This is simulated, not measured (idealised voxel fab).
process module | voxel capacitor over wiring
cross-section cut | 155 nm wide | cells 5 nm
A cross-section is a grid of square cells, given in bands from the top down. A band is one or more rows of cells.
Each band's line starts with the height of the band's top and of its bottom, in nm. Then come its materials from left to right, each with its width in nm. One material with "throughout" fills the band from edge to edge. "air" is empty space.
Height 0 is the level under which the wafer as received is all one material. The lowest band goes on downwards, as in "0 down".
A width such as "30 to 40" changes by the same amount from each row of cells to the next, from the band's top row to its bottom row.
"no change" after a step means that no cell of the cross-section changed.
closed voids: empty space of 8 cells or more with no open way to the top, each as width x height at its distance from the left edge, in nm
after a step's settings: what the simulator itself notes on the step
overlay nm, on a step with a mask: how far to the right of its planned place the mask lay; to the left if negative
plan
1 op RECEIVE | material Si
2 op CONFORMAL_DEP | material SiO2 | thk nm 15
3 op DIRECTIONAL_DEP | material TiN | thk nm 5
4 op DIRECTIONAL_DEP | material Ru | thk nm 15
5 op DIRECTIONAL_DEP | material aC | thk nm 15
6 op PATTERN | tone cover | mask id METAL_1 | material resist | width nm 25 | pitch nm 95 | thk nm 35 | overlay nm 0
7 op DIRECTIONAL_ETCH | etch materials aC | depth nm 15
8 op STRIP | etch materials resist
9 op DIRECTIONAL_ETCH | etch materials Ru | depth nm 15
10 op DIRECTIONAL_ETCH | etch materials TiN | depth nm 5
11 op STRIP | etch materials aC
12 op CONFORMAL_DEP | material SiCN | thk nm 5
13 op FILL_DEP | material lowk | thk nm 10
14 op CMP | height nm 35
15 op CONFORMAL_DEP | material SiCN | thk nm 5
16 op DIRECTIONAL_DEP | material SiO2 | thk nm 20
17 op DIRECTIONAL_DEP | material aC | thk nm 10
18 op PATTERN | tone open | mask id PLUG_1 | material resist | width nm 15 | thk nm 25 | overlay nm 0
19 op DIRECTIONAL_ETCH | etch materials aC | depth nm 10
20 op STRIP | etch materials resist
21 op DIRECTIONAL_ETCH | etch materials SiO2 | depth nm 20
22 op DIRECTIONAL_ETCH | etch materials SiCN | depth nm 5
23 op STRIP | etch materials aC
24 op EPI | material Ru | thk nm 10
25 op EPI | material Ru | thk nm 10
26 op EPI | material Ru | thk nm 5
27 op DIRECTIONAL_DEP | material TiN | thk nm 10
28 op DIRECTIONAL_DEP | material Al2O3 | thk nm 5
29 op DIRECTIONAL_DEP | material TiN | thk nm 10
30 op PATTERN | tone cover | mask id UPPER_PLATE | material resist | width nm 75 | thk nm 15 | overlay nm 0
31 op DIRECTIONAL_ETCH | etch materials TiN | depth nm 10
32 op DIRECTIONAL_ETCH | etch materials Al2O3 | depth nm 5
33 op STRIP | etch materials resist
34 op DIRECTIONAL_DEP | material aC | thk nm 10
35 op PATTERN | tone cover | mask id LOWER_PLATE | material resist | width nm 85 | thk nm 30 | overlay nm 0
36 op DIRECTIONAL_ETCH | etch materials aC | depth nm 10
37 op STRIP | etch materials resist
38 op DIRECTIONAL_ETCH | etch materials TiN | depth nm 10
39 op STRIP | etch materials aC
40 op FILL_DEP | material SiO2 | thk nm 15
41 op CMP | height nm 95
42 op MASKED_ETCH | tone open | mask id PLUG_2 | width nm 15 | etch materials SiO2 | depth nm 10 | overlay nm 0
43 op CONFORMAL_DEP | material TiN | thk nm 5
44 op FILL_DEP | material W | thk nm 5
45 op CMP | height nm 95
46 op CONFORMAL_DEP | material SiCN | thk nm 5
as received, after step 1
  0 down: Si throughout
  closed voids: none
a wafer at the end: this start, this plan, one mistake
  100 to 95: SiCN throughout
  95 to 90: SiO2 35 | TiN 5 | Al2O3 60 | SiO2 55
  90 to 85: SiO2 20 | TiN 5 | SiO2 10 | TiN 70 | SiO2 50
  85 to 75: SiO2 20 to 25 | TiN 85 to 15 | SiO2 50 to 115
  75 to 70: SiO2 25 | Al2O3 15 | SiO2 115
  70 to 60: SiO2 25 | TiN 15 | SiO2 115
  60 to 40: SiO2 throughout
  40 to 35: SiCN throughout
  35 to 20: lowk 10 | SiCN 5 | Ru 25 | SiCN 5 | lowk 60 | SiCN 5 | Ru 25 | SiCN 5 | lowk 15
  20 to 15: SiCN 15 | TiN 25 | SiCN 70 | TiN 25 | SiCN 20
  15 to 0: SiO2 throughout
  0 down: Si throughout
  closed voids: none
what went wrong: step 16 was run twice
